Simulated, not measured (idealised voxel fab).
process module | voxel ribs on slabs
cross-section cut | 295 nm wide | cells 5 nm
A cross-section is a grid of square cells, given in bands from the top down. A band is one or more rows of cells.
Each band's line starts with the height of the band's top and of its bottom, in nm. Then come its materials from left to right, each with its width in nm. One material with "throughout" fills the band from edge to edge. "air" is empty space.
Height 0 is the level under which the wafer as received is all one material. The lowest band goes on downwards, as in "0 down".
A width such as "30 to 40" changes by the same amount from each row of cells to the next, from the band's top row to its bottom row.
"no change" after a step means that no cell of the cross-section changed.
closed voids: empty space of 8 cells or more with no open way to the top, each as width x height at its distance from the left edge, in nm
after a step's settings: what the simulator itself notes on the step
overlay nm, on a step with a mask: how far to the right of its planned place the mask lay; to the left if negative
plan
1 op RECEIVE | material Si
2 op DIRECTIONAL_DEP | material SiO2 | thk nm 30
3 op DIRECTIONAL_DEP | material SiN | thk nm 15
4 op PATTERN | tone cover | mask id RIB | material resist | width nm 15 | thk nm 20 | overlay nm 0
5 op DIRECTIONAL_ETCH | etch materials SiN | depth nm 10
6 op STRIP | etch materials resist
7 op MASKED_ETCH | tone cover | mask id SLAB | width nm 75 | etch materials SiN | depth nm 5 | overlay nm 0
8 op FILL_DEP | material SiO2 | thk nm 25
9 op CMP | height nm 65
10 op DIRECTIONAL_DEP | material W | thk nm 10
11 op DIRECTIONAL_DEP | material aC | thk nm 15
12 op PATTERN | tone cover | mask id HEATER | material resist | width nm 25 | thk nm 35 | overlay nm 0
13 op DIRECTIONAL_ETCH | etch materials aC | depth nm 15
14 op STRIP | etch materials resist
15 op DIRECTIONAL_ETCH | etch materials W | depth nm 10
16 op STRIP | etch materials aC
17 op CONFORMAL_DEP | material SiO2 | thk nm 5
as received, after step 1
  0 down: Si throughout
  closed voids: none
a wafer at the end: this start, this plan, one mistake
  80 to 75: air 130 | SiO2 35 | air 130
  75 to 70: SiO2 135 | W 25 | SiO2 135
  70 to 65: W throughout
  65 to 45: SiO2 throughout
  45 to 35: SiO2 140 | SiN 15 | SiO2 140
  35 to 30: SiO2 110 | SiN 75 | SiO2 110
  30 to 0: SiO2 throughout
  0 down: Si throughout
  closed voids: none
what went wrong: step 15 ran as: op DIRECTIONAL_ETCH | etch materials W | depth nm 5
